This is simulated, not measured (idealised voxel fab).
process module | voxel fin reveal
cross-section cut | 215 nm wide | cells 5 nm
A cross-section is a grid of square cells, given in bands from the top down. A band is one or more rows of cells.
Each band's line starts with the height of the band's top and of its bottom, in nm. Then come its materials from left to right, each with its width in nm. One material with "throughout" fills the band from edge to edge. "air" is empty space.
Height 0 is the level under which the wafer as received is all one material. The lowest band goes on downwards, as in "0 down".
A width such as "30 to 40" changes by the same amount from each row of cells to the next, from the band's top row to its bottom row.
"no change" after a step means that no cell of the cross-section changed.
closed voids: empty space of 8 cells or more with no open way to the top, each as width x height at its distance from the left edge, in nm
after a step's settings: what the simulator itself notes on the step
overlay nm, on a step with a mask: how far to the right of its planned place the mask lay; to the left if negative
plan
1 op RECEIVE | material Si
2 op CONFORMAL_DEP | material SiN | thk nm 5
3 op PATTERN | tone cover | mask id FINS | material resist | width nm 15 | pitch nm 40 | thk nm 15 | overlay nm 0
4 op DIRECTIONAL_ETCH | etch materials SiN | depth nm 5
5 op DIRECTIONAL_ETCH | etch materials Si | depth nm 40
6 op STRIP | etch materials resist
7 op FILL_DEP | material SiO2 | thk nm 15
8 op CMP | height nm 5
9 op SELECTIVE_ETCH | etch materials SiO2 | depth nm 15
10 op STRIP | etch materials SiN
as received, after step 1
  0 down: Si throughout
  closed voids: none
first wafer at the end, as planned
  0 to -10: air 60 | Si 15 | air 25 | Si 15 | air 25 | Si 15 | air 60
  -10 to -40: SiO2 60 | Si 15 | SiO2 25 | Si 15 | SiO2 25 | Si 15 | SiO2 60
  -40 down: Si throughout
  closed voids: none
second wafer at the end: like start, like plan, one mistake
  5 to 0: air 60 | SiN 15 | air 25 | SiN 15 | air 25 | SiN 15 | air 60
  0 to -10: air 60 | Si 15 | air 25 | Si 15 | air 25 | Si 15 | air 60
  -10 to -40: SiO2 60 | Si 15 | SiO2 25 | Si 15 | SiO2 25 | Si 15 | SiO2 60
  -40 down: Si throughout
  closed voids: none
what went wrong: step 10 was left out
at the end the second wafer has, in cells: 9 more of SiN
